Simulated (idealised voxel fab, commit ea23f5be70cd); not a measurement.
process module | voxel double patterning
cross-section cut | 240 nm wide | cells 5 nm
A cross-section is a grid of square cells, given in bands from the top down. A band is one or more rows of cells.
Each band's line starts with the height of the band's top and of its bottom, in nm. Then come its materials from left to right, each with its width in nm. One material with "throughout" fills the band from edge to edge. "air" is empty space.
Height 0 is the level under which the wafer as received is all one material. The lowest band goes on downwards, as in "0 down".
A width such as "30 to 40" changes by the same amount from each row of cells to the next, from the band's top row to its bottom row.
"no change" after a step means that no cell of the cross-section changed.
closed voids: empty space of 8 cells or more with no open way to the top, each as width x height at its distance from the left edge, in nm
after a step's settings: what the simulator itself notes on the step
overlay nm, on a step with a mask: how far to the right of its planned place the mask lay; to the left if negative
plan
1 op RECEIVE | material Si
2 op CONFORMAL_DEP | material SiO2 | thk nm 5
3 op DIRECTIONAL_DEP | material polySi | thk nm 15
4 op DIRECTIONAL_DEP | material SiCN | thk nm 5
5 op MASKED_ETCH | tone open | mask id FIRST | width nm 15 | pitch nm 50 | etch materials SiCN | depth nm 5 | overlay nm 0
6 op DIRECTIONAL_DEP | material aC | thk nm 10
7 op PATTERN | tone open | mask id SECOND | material resist | width nm 15 | pitch nm 50 | thk nm 25 | overlay nm 0
8 op DIRECTIONAL_ETCH | etch materials aC | depth nm 10
9 op STRIP | etch materials resist
10 op DIRECTIONAL_ETCH | etch materials SiCN | depth nm 5
11 op STRIP | etch materials aC
12 op DIRECTIONAL_ETCH | etch materials polySi | depth nm 15
13 op STRIP | etch materials SiCN
as received, after step 1
  0 down: Si throughout
  closed voids: none
first wafer at the end, as planned
  20 to 5: polySi 60 | air 15 | polySi 10 | air 15 | polySi 10 | air 15 | polySi 10 | air 15 | polySi 10 | air 15 | polySi 65
  5 to 0: SiO2 throughout
  0 down: Si throughout
  closed voids: none
second wafer at the end: like start, like plan, one mistake
  35 to 20: polySi 60 | air 15 | polySi 10 | air 15 | polySi 10 | air 15 | polySi 10 | air 15 | polySi 10 | air 15 | polySi 65
  20 to 5: polySi throughout
  5 to 0: SiO2 throughout
  0 down: Si throughout
  closed voids: none
what went wrong: step 3 was run twice
at the end the second wafer has, in cells: 144 more of polySi
